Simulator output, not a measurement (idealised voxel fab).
Documented hereafter: the process module known as voxel double patterning.
Square cells of 5 nm make up the cross-section cut, whose width is 265 nm.
This document writes a cross-section as a grid whose cells are square, and gives it as bands, listed from the top down; one or more rows of cells form a band.
This entry defines a band. It first specifies the height of the band's top and the height of its bottom in nm, and then specifies the band's materials from left to right, stating each material with its width in nm. The word "edge to edge" identifies a single material that fills the band from edge to edge, while the word "empty" identifies empty space.
Where do heights start? At 0: under that level the wafer as delivered is made of one material only. And the lowest band has no floor; it just carries on downward, as in "0 and below".
Width spec "30 to 40" -> top row of cells at first value, bottom row at second value, equal per-row change in between.
"nothing was modified" (step): cross-section cells unchanged, all of them.
The entry titled "Fully sealed cavities" provides the empty spaces that have no open way to the top, restricted to those of 8 cells or more. Each is presented as width x height at distance, the distance being measured from the left edge, with all three in nm.
If you see something after the settings on a step's line, that's the simulator's own remark about that step.
overlay nm: where the mask lay relative to plan, measured to the right, on steps with a mask; negatives go left.

### The planned process steps are enumerated hereunder
1 RECEIVE: material Si
2 CONFORMAL_DEP: material SiO2, thk nm 10
3 DIRECTIONAL_DEP: material W, thk nm 15
4 DIRECTIONAL_DEP: material SiCN, thk nm 10
5 MASKED_ETCH: tone open, mask id FIRST, width nm 15, pitch nm 50, etch materials SiCN, depth nm 10, overlay nm 0
6 PATTERN: tone open, mask id SECOND, material resist, width nm 15, thk nm 15, overlay nm 0
7 DIRECTIONAL_ETCH: etch materials SiCN, depth nm 10
8 STRIP: etch materials resist
9 DIRECTIONAL_ETCH: etch materials W, depth nm 15
10 STRIP: etch materials SiCN

### As-received state of the wafer in cross-section, equivalent to post-step 1
	0 and below | Si edge to edge
	Fully sealed cavities: none

### Below is the wafer in cross-section after the module was completed. It began from the starting point shown above and followed the plan shown above, except that one mistake was made while running it
	25 down to 10 | 95 W, then 25 empty, then 5 W, then 15 empty, then 5 W, then 25 empty, then 95 W
	10 down to 0 | SiO2 edge to edge
	0 and below | Si edge to edge
	Fully sealed cavities: none
Run error: step 5: run off-plan, actual operation and settings MASKED_ETCH: tone open, mask id FIRST, width nm 25, pitch nm 50, etch materials SiCN, depth nm 10, overlay nm 0
